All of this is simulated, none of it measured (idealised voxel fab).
The document below concerns the process module designated voxel capacitor over wiring.
In the cross-section labelled cut, the width is 145 nm and each square cell is 5 nm.
A cross-section is written here as square cells arranged in a grid, and it is given in bands from the top down, each band taking up one or more rows of cells.
What a band's entry tells you: where the top is and where the bottom is, as heights in nm, and after that what lies inside, material by material from left to right, each with its width in nm. Empty space is written as the word "blank", and a single material marked with the word "everywhere" occupies the band from edge to edge.
Heights from 0 (as-received wafer is one material below). Bottom band endless downward, as "top 0, no bottom".
When a width is written as two numbers, as in "30->40", the first number is the width in the top row of cells of the band and the second is the width in its bottom row, and the width changes by the same amount from each row to the next.
Key: "no modification" - step with no changed cell in the cross-section.
If an empty space has no open way to the top and is at least 8 cells in size, "Closed cavity list" lists it, written width x height at distance, where distance is measured from the left edge and every value is in nm.
Whatever follows a step's settings on its line is a remark the simulator itself makes about that step.
Each step line may optionally specify "overlay nm", which for a step with a mask gives the rightward distance between the mask's planned place and where it lay, a negative value indicating the leftward direction.

List of planned process steps:
1) RECEIVE | material Si
2) CONFORMAL_DEP | material SiO2 | thk nm 15
3) DIRECTIONAL_DEP | material TiN | thk nm 5
4) DIRECTIONAL_DEP | material Ru | thk nm 15
5) PATTERN | tone cover | mask id METAL_1 | material resist | width nm 25 | pitch nm 75 | thk nm 20 | overlay nm 0
6) DIRECTIONAL_ETCH | etch materials Ru | depth nm 15
7) DIRECTIONAL_ETCH | etch materials TiN | depth nm 5
8) STRIP | etch materials resist
9) FILL_DEP | material SiO2 | thk nm 10
10) CMP | height nm 35
11) CONFORMAL_DEP | material SiCN | thk nm 5
12) DIRECTIONAL_DEP | material SiO2 | thk nm 10
13) DIRECTIONAL_DEP | material aC | thk nm 15
14) PATTERN | tone open | mask id PLUG_1 | material resist | width nm 15 | thk nm 30 | overlay nm 0
15) DIRECTIONAL_ETCH | etch materials aC | depth nm 15
16) STRIP | etch materials resist
17) DIRECTIONAL_ETCH | etch materials SiO2 | depth nm 10
18) DIRECTIONAL_ETCH | etch materials SiCN | depth nm 5
19) STRIP | etch materials aC
20) CONFORMAL_DEP | material TiN | thk nm 5
21) FILL_DEP | material W | thk nm 5
22) CMP | height nm 50
23) DIRECTIONAL_DEP | material TiN | thk nm 5
24) DIRECTIONAL_DEP | material Al2O3 | thk nm 5
25) DIRECTIONAL_DEP | material TiN | thk nm 10
26) DIRECTIONAL_DEP | material aC | thk nm 10
27) PATTERN | tone cover | mask id UPPER_PLATE | material resist | width nm 55 | thk nm 25 | overlay nm 0
28) DIRECTIONAL_ETCH | etch materials aC | depth nm 10
29) STRIP | etch materials resist
30) DIRECTIONAL_ETCH | etch materials TiN | depth nm 10
31) DIRECTIONAL_ETCH | etch materials Al2O3 | depth nm 5
32) STRIP | etch materials aC
33) PATTERN | tone cover | mask id LOWER_PLATE | material resist | width nm 65 | thk nm 15 | overlay nm 0
34) DIRECTIONAL_ETCH | etch materials TiN | depth nm 5
35) STRIP | etch materials resist
36) FILL_DEP | material SiO2 | thk nm 20
37) CMP | height nm 85
38) PATTERN | tone open | mask id PLUG_2 | material resist | width nm 15 | thk nm 20 | overlay nm 0
39) DIRECTIONAL_ETCH | etch materials SiO2 | depth nm 15
40) STRIP | etch materials resist
41) CONFORMAL_DEP | material TiN | thk nm 5
42) FILL_DEP | material Ru | thk nm 5
43) CMP | height nm 85
44) CONFORMAL_DEP | material SiN | thk nm 5

Cross-section of the wafer upon arrival, representing the state reached after step 1:
    top 0, no bottom: Si everywhere
    Closed cavity list: none

End-of-module cross-section. Starting structure and process plan as above; one mistake made in running it:
    top 90, bottom 85: SiN everywhere
    top 85, bottom 75: SiO2=40, TiN=5, Ru=5, TiN=5, SiO2=90
    top 75, bottom 70: SiO2=40, TiN=15, SiO2=90
    top 70, bottom 60: SiO2=30, TiN=55, SiO2=60
    top 60, bottom 55: SiO2=30, Al2O3=55, SiO2=60
    top 55, bottom 50: SiO2=25, TiN=65, SiO2=55
    top 50, bottom 45: SiO2=30, TiN=5, W=5, TiN=5, SiO2=100
    top 45, bottom 40: SiCN=30, TiN=15, SiCN=100
    top 40, bottom 35: SiO2 everywhere
    top 35, bottom 20: SiO2=20, Ru=25, SiO2=50, Ru=25, SiO2=25
    top 20, bottom 15: SiO2=20, TiN=25, SiO2=50, TiN=25, SiO2=25
    top 15, bottom 0: SiO2 everywhere
    top 0, no bottom: Si everywhere
    Closed cavity list: none
Finding, execution versus plan: off-plan run, step 10, actual operation and settings CMP | height nm 40
